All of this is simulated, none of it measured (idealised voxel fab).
process module | voxel ribs on slabs
cross-section cut | 185 nm wide | cells 5 nm
A cross-section is a grid of square cells, given in bands from the top down. A band is one or more rows of cells.
Each band's line starts with the height of the band's top and of its bottom, in nm. Then come its materials from left to right, each with its width in nm. One material with "throughout" fills the band from edge to edge. "air" is empty space.
Height 0 is the level under which the wafer as received is all one material. The lowest band goes on downwards, as in "0 down".
A width such as "30 to 40" changes by the same amount from each row of cells to the next, from the band's top row to its bottom row.
"no change" after a step means that no cell of the cross-section changed.
closed voids: empty space of 8 cells or more with no open way to the top, each as width x height at its distance from the left edge, in nm
after a step's settings: what the simulator itself notes on the step
overlay nm, on a step with a mask: how far to the right of its planned place the mask lay; to the left if negative
plan
1 op RECEIVE | material Si
2 op DIRECTIONAL_DEP | material SiO2 | thk nm 30
3 op DIRECTIONAL_DEP | material SiN | thk nm 15
4 op DIRECTIONAL_DEP | material aC | thk nm 15
5 op PATTERN | tone cover | mask id RIB | material resist | width nm 30 | thk nm 35 | overlay nm 0
6 op DIRECTIONAL_ETCH | etch materials aC | depth nm 15
7 op STRIP | etch materials resist
8 op DIRECTIONAL_ETCH | etch materials SiN | depth nm 5
9 op STRIP | etch materials aC
10 op DIRECTIONAL_DEP | material aC | thk nm 10
11 op PATTERN | tone cover | mask id SLAB | material resist | width nm 80 | thk nm 30 | overlay nm 0
12 op DIRECTIONAL_ETCH | etch materials aC | depth nm 10
13 op STRIP | etch materials resist
14 op DIRECTIONAL_ETCH | etch materials SiN | depth nm 10
15 op STRIP | etch materials aC
16 op FILL_DEP | material SiO2 | thk nm 15
17 op CMP | height nm 55
18 op DIRECTIONAL_DEP | material W | thk nm 10
19 op MASKED_ETCH | tone cover | mask id HEATER | width nm 40 | etch materials W | depth nm 10 | overlay nm 0
20 op CONFORMAL_DEP | material SiN | thk nm 10
as received, after step 1
  0 down: Si throughout
  closed voids: none
a wafer at the end: this start, this plan, one mistake
  75 to 65: air 60 | SiN 60 | air 65
  65 to 55: SiN 70 | W 40 | SiN 75
  55 to 45: SiO2 throughout
  45 to 30: W throughout
  30 to 0: SiO2 throughout
  0 down: Si throughout
  closed voids: none
what went wrong: step 3 ran as: op DIRECTIONAL_DEP | material W | thk nm 15
